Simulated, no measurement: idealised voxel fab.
Process module, titled voxel trench capacitor
Each square cell in cross-section cut measures 5 nm, and the section as a whole is 225 nm wide.
Cross-section layout: square cells on a grid; listed as bands, top to bottom; a band spans one or more cell rows.
The band entry comprises the height of the band's top followed by the height of its bottom, expressed in nm, and subsequently the band's materials from left to right, each stated together with its width in nm. Where a single material is marked with the word "edge to edge", that material fills the band from edge to edge. The word "air" represents empty space.
Heads up on the height convention: 0 is the point under which the incoming wafer is all one material, and the lowest band has no bottom, it just keeps going down, like "top 0, no bottom".
So if you see something like "30..40" for the width, read it as the top row of the band sitting at the first number and the bottom row at the second, with every row in between moving by the same amount as the last.
"no alterations made" for a step: no cell of the cross-section changed in that step.
What "Enclosed void listing" gives you is every empty space of 8 cells or more that is cut off from the top. Each appears as width x height at distance, with the distance taken from the left edge and width, height and distance all in nm.
Where a step's line continues beyond its settings, the continuation is a remark by the simulator itself on that step.
Steps that use a mask can have "overlay nm" on their line. It says how far the mask sat to the right of where it was meant to be. Negative means to the left.

**Process steps foreseen in the plan**
1) RECEIVE with material Si
2) CONFORMAL_DEP with material SiN, thk nm 10
3) PATTERN with tone open, mask id TRENCH, material resist, width nm 25, pitch nm 50, thk nm 20, overlay nm 0
4) DIRECTIONAL_ETCH with etch materials SiN, depth nm 10
5) DIRECTIONAL_ETCH with etch materials Si, depth nm 30
6) STRIP with etch materials resist
7) CONFORMAL_DEP with material Al2O3, thk nm 5
8) FILL_DEP with material polySi, thk nm 10
9) CMP with height nm 10

**As received (post step 1): cross-section**
top 0, no bottom = Si edge to edge
Enclosed void listing: none

**Post-module cross-section: identical start and plan to those above, one misstep in execution**
top 10, bottom 0 = 50 of SiN / 5 of Al2O3 / 15 of polySi / 5 of Al2O3 / 25 of SiN / 5 of Al2O3 / 15 of polySi / 5 of Al2O3 / 25 of SiN / 5 of Al2O3 / 15 of polySi / 5 of Al2O3 / 50 of SiN
top 0, bottom -55 = 50 of Si / 5 of Al2O3 / 15 of polySi / 5 of Al2O3 / 25 of Si / 5 of Al2O3 / 15 of polySi / 5 of Al2O3 / 25 of Si / 5 of Al2O3 / 15 of polySi / 5 of Al2O3 / 50 of Si
top -55, bottom -60 = 50 of Si / 25 of Al2O3 / 25 of Si / 25 of Al2O3 / 25 of Si / 25 of Al2O3 / 50 of Si
top -60, no bottom = Si edge to edge
Enclosed void listing: none
what went wrong: yeah, plan step 5 got run twice
